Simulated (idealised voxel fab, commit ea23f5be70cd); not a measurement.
Name of the process module below: voxel double patterning
Cross-section cut: width 200 nm, square cells of 5 nm.
Bands, listed from the top down, are how a cross-section gets written in this document; the cross-section itself is a grid of square cells, and a band is one or more rows of them.
In this notation a band is specified by the heights of its top and bottom, in that order and in nm, after which its materials appear from left to right, each paired with its width in nm. The word "edge to edge" attached to a single material means that material fills the band from edge to edge; the word "air" stands for empty space.
Where do heights start? At 0: under that level the wafer as delivered is made of one material only. And the lowest band has no floor; it just carries on downward, as in "0 nm and below".
A two-number width, for instance "30..40", indicates that the width is equal to the first number in the top row of the band and to the second number in the bottom row, and that it changes by a constant amount per row of cells.
Given "no change occurred" for a step, no cell of the cross-section differs between before and after that step.
"Sealed-off cavities" contains a list of empty spaces, each no smaller than 8 cells and without an open way to the top, written in the form width x height at distance with the distance from the left edge and all three in nm.
Post-settings text on a step line: simulator's own remark regarding the step.
overlay nm: right-of-plan distance of the mask on a masked step; negative values mean left-of-plan.
LISTED BELOW ARE THE PROCESS STEPS AS PLANNED
step 1: RECEIVE with material Si
step 2: CONFORMAL_DEP with material SiO2, thk nm 10
step 3: DIRECTIONAL_DEP with material polySi, thk nm 20
step 4: DIRECTIONAL_DEP with material SiN, thk nm 5
step 5: MASKED_ETCH with tone open, mask id FIRST, width nm 15, pitch nm 50, etch materials SiN, depth nm 5, overlay nm 0
step 6: PATTERN with tone open, mask id SECOND, material resist, width nm 15, pitch nm 50, thk nm 15, overlay nm 0
step 7: DIRECTIONAL_ETCH with etch materials SiN, depth nm 5
step 8: STRIP with etch materials resist
step 9: DIRECTIONAL_ETCH with etch materials polySi, depth nm 20
step 10: STRIP with etch materials SiN
CROSS-SECTIONAL VIEW OF THE WAFER IN ITS AS-RECEIVED CONDITION, CORRESPONDING TO THE STATE AFTER STEP 1
    0 nm and below: Si edge to edge
    Sealed-off cavities: none
WAFER CROSS-SECTION AT MODULE END: FIRST OF TWO, RUN TO PLAN
    30 nm to 10 nm: 40 polySi | 15 air | 10 polySi | 15 air | 10 polySi | 15 air | 10 polySi | 15 air | 10 polySi | 15 air | 45 polySi
    10 nm to 0 nm: SiO2 edge to edge
    0 nm and below: Si edge to edge
    Sealed-off cavities: none
SECOND OF TWO WAFERS, MODULE COMPLETE, SECTIONED: IT SHARES THE FIRST WAFER'S START AND PLAN BUT WAS RUN WITH ONE MISTAKE
    30 nm to 10 nm: 40 polySi | 15 air | 15 polySi | 15 air | 5 polySi | 15 air | 15 polySi | 15 air | 5 polySi | 15 air | 45 polySi
    10 nm to 0 nm: SiO2 edge to edge
    0 nm and below: Si edge to edge
    Sealed-off cavities: none
The plan and the run diverged here: note that step 6 departed from the planned setting and was carried out as PATTERN with tone open, mask id SECOND, material resist, width nm 15, pitch nm 50, thk nm 15, overlay nm 5
When the process is done, the second wafer contains the same cell count of every material as the first wafer, but distributed over other locations.
